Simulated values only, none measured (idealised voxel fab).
process module | voxel capacitor over wiring
cross-section cut | 250 nm wide | cells 5 nm
A cross-section is a grid of square cells, given in bands from the top down. A band is one or more rows of cells.
Each band's line starts with the height of the band's top and of its bottom, in nm. Then come its materials from left to right, each with its width in nm. One material with "throughout" fills the band from edge to edge. "air" is empty space.
Height 0 is the level under which the wafer as received is all one material. The lowest band goes on downwards, as in "0 down".
A width such as "30 to 40" changes by the same amount from each row of cells to the next, from the band's top row to its bottom row.
"no change" after a step means that no cell of the cross-section changed.
closed voids: empty space of 8 cells or more with no open way to the top, each as width x height at its distance from the left edge, in nm
after a step's settings: what the simulator itself notes on the step
overlay nm, on a step with a mask: how far to the right of its planned place the mask lay; to the left if negative
plan
1 op RECEIVE | material Si
2 op CONFORMAL_DEP | material SiO2 | thk nm 10
3 op DIRECTIONAL_DEP | material TiN | thk nm 5
4 op DIRECTIONAL_DEP | material W | thk nm 15
5 op DIRECTIONAL_DEP | material aC | thk nm 15
6 op PATTERN | tone cover | mask id METAL_1 | material resist | width nm 20 | pitch nm 70 | thk nm 30 | overlay nm 0
7 op DIRECTIONAL_ETCH | etch materials aC | depth nm 15
8 op STRIP | etch materials resist
9 op DIRECTIONAL_ETCH | etch materials W | depth nm 15
10 op DIRECTIONAL_ETCH | etch materials TiN | depth nm 5
11 op STRIP | etch materials aC
12 op FILL_DEP | material lowk | thk nm 5
13 op CMP | height nm 20
14 op CONFORMAL_DEP | material SiCN | thk nm 5
15 op DIRECTIONAL_DEP | material lowk | thk nm 10
16 op DIRECTIONAL_DEP | material aC | thk nm 15
17 op PATTERN | tone open | mask id PLUG_1 | material resist | width nm 15 | thk nm 35 | overlay nm 0
18 op DIRECTIONAL_ETCH | etch materials aC | depth nm 15
19 op STRIP | etch materials resist
20 op DIRECTIONAL_ETCH | etch materials lowk | depth nm 10
21 op DIRECTIONAL_ETCH | etch materials SiCN | depth nm 5
22 op STRIP | etch materials aC
23 op CONFORMAL_DEP | material TiN | thk nm 5
24 op FILL_DEP | material Ru | thk nm 10
25 op CMP | height nm 45
26 op DIRECTIONAL_DEP | material TiN | thk nm 10
27 op DIRECTIONAL_DEP | material Al2O3 | thk nm 5
28 op DIRECTIONAL_DEP | material TiN | thk nm 5
29 op PATTERN | tone cover | mask id UPPER_PLATE | material resist | width nm 55 | thk nm 20 | overlay nm 0
30 op DIRECTIONAL_ETCH | etch materials TiN | depth nm 5
31 op DIRECTIONAL_ETCH | etch materials Al2O3 | depth nm 5
32 op STRIP | etch materials resist
33 op PATTERN | tone cover | mask id LOWER_PLATE | material resist | width nm 65 | thk nm 20 | overlay nm 0
34 op DIRECTIONAL_ETCH | etch materials TiN | depth nm 10
35 op STRIP | etch materials resist
36 op FILL_DEP | material SiO2 | thk nm 20
37 op CMP | height nm 80
38 op MASKED_ETCH | tone open | mask id PLUG_2 | width nm 15 | etch materials SiO2 | depth nm 15 | overlay nm 0
39 op CONFORMAL_DEP | material TiN | thk nm 5
40 op FILL_DEP | material W | thk nm 5
41 op CMP | height nm 80
42 op CONFORMAL_DEP | material SiCN | thk nm 5
varied across the wafers: height nm of step 13. The plan shows the first wafer's value. All wafers start alike
first wafer as received, after step 1
  0 down: Si throughout
  closed voids: none
each wafer at the end: cells of each material gained (+) or lost (-) since it was received, then its closed voids
height nm 20 | +11 Al2O3 | +53 Ru | +97 SiCN | +393 SiO2 | +108 TiN | +10 W | +178 lowk | closed voids: none
height nm 25 | +11 Al2O3 | +3 Ru | +97 SiCN | +393 SiO2 | +108 TiN | +18 W | +220 lowk | closed voids: none
height nm 30 | +11 Al2O3 | +2 Ru | +97 SiCN | +393 SiO2 | +59 TiN | +26 W | +262 lowk | closed voids: none
height nm 35 | +11 Al2O3 | +1 Ru | +97 SiCN | +393 SiO2 | +57 TiN | +26 W | +265 lowk | closed voids: none
